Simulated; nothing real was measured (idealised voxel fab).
This is a process module. Its name is voxel ribs on slabs.
Xsec cut, 150 nm wide, square cell size 5 nm.
A cross-section is a grid of square cells, given in bands from the top down. A band is one or more rows of cells. Band entry format. Leading values: height of top, height of bottom, nm. Remainder: materials in left-to-right order, each with its width in nm. Special words: "all across" on a single material, which then fills the band edge to edge; "empty", empty space. Height 0 is the level under which the wafer as received is all one material. The lowest band goes on downwards, as in "from 0 down". The width entry "30 to 40" should be interpreted row by row: the top row of cells in the band takes the first number, the bottom row takes the second number, and the change between adjacent rows is uniform throughout. Where the words "remains unaltered" appear for a step, the cross-section shows no cell changed by that step; every cell remained as before. Basically, "Cavities, sealed" tells you about the enclosed voids: empty spaces with no open way to the top, 8 cells or bigger, each written width x height at distance, where distance is from the left edge, all in nm. Read whatever lies past the settings on a step's line as the simulator's own remark about the step. overlay nm: mask right of planned place by this much (step with mask). Neg. = left.

Intended process steps
| 1 | RECEIVE [material Si] |
| 2 | DIRECTIONAL_DEP [material SiO2] [thk nm 25] |
| 3 | DIRECTIONAL_DEP [material polySi] [thk nm 25] |
| 4 | MASKED_ETCH [tone cover] [mask id RIB] [width nm 20] [etch materials polySi] [depth nm 5] [overlay nm 0] |
| 5 | MASKED_ETCH [tone cover] [mask id SLAB] [width nm 50] [etch materials polySi] [depth nm 20] [overlay nm 0] |
| 6 | FILL_DEP [material SiO2] [thk nm 25] |
| 7 | CMP [height nm 65] |
| 8 | DIRECTIONAL_DEP [material W] [thk nm 5] |
| 9 | DIRECTIONAL_DEP [material aC] [thk nm 10] |
| 10 | PATTERN [tone cover] [mask id HEATER] [material resist] [width nm 30] [thk nm 25] [overlay nm 0] |
| 11 | DIRECTIONAL_ETCH [etch materials aC] [depth nm 10] |
| 12 | STRIP [etch materials resist] |
| 13 | DIRECTIONAL_ETCH [etch materials W] [depth nm 5] |
| 14 | STRIP [etch materials aC] |
| 15 | CONFORMAL_DEP [material SiN] [thk nm 5] |

So this is the incoming wafer in cross-section - it's already been through step 1
  from 0 down | Si all across
  Cavities, sealed: none

Below is the wafer in cross-section after the module was completed. It began from the starting point shown above and followed the plan shown above, except that one mistake was made while running it
  from 75 to 70 | empty (55), then SiN (40), then empty (55)
  from 70 to 65 | SiN (60), then W (30), then SiN (60)
  from 65 to 50 | SiO2 (50), then polySi (50), then SiO2 (50)
  from 50 to 25 | polySi all across
  from 25 to 0 | SiO2 all across
  from 0 down | Si all across
  Cavities, sealed: none
Short version of what went wrong: in the plan, step 3 was performed twice
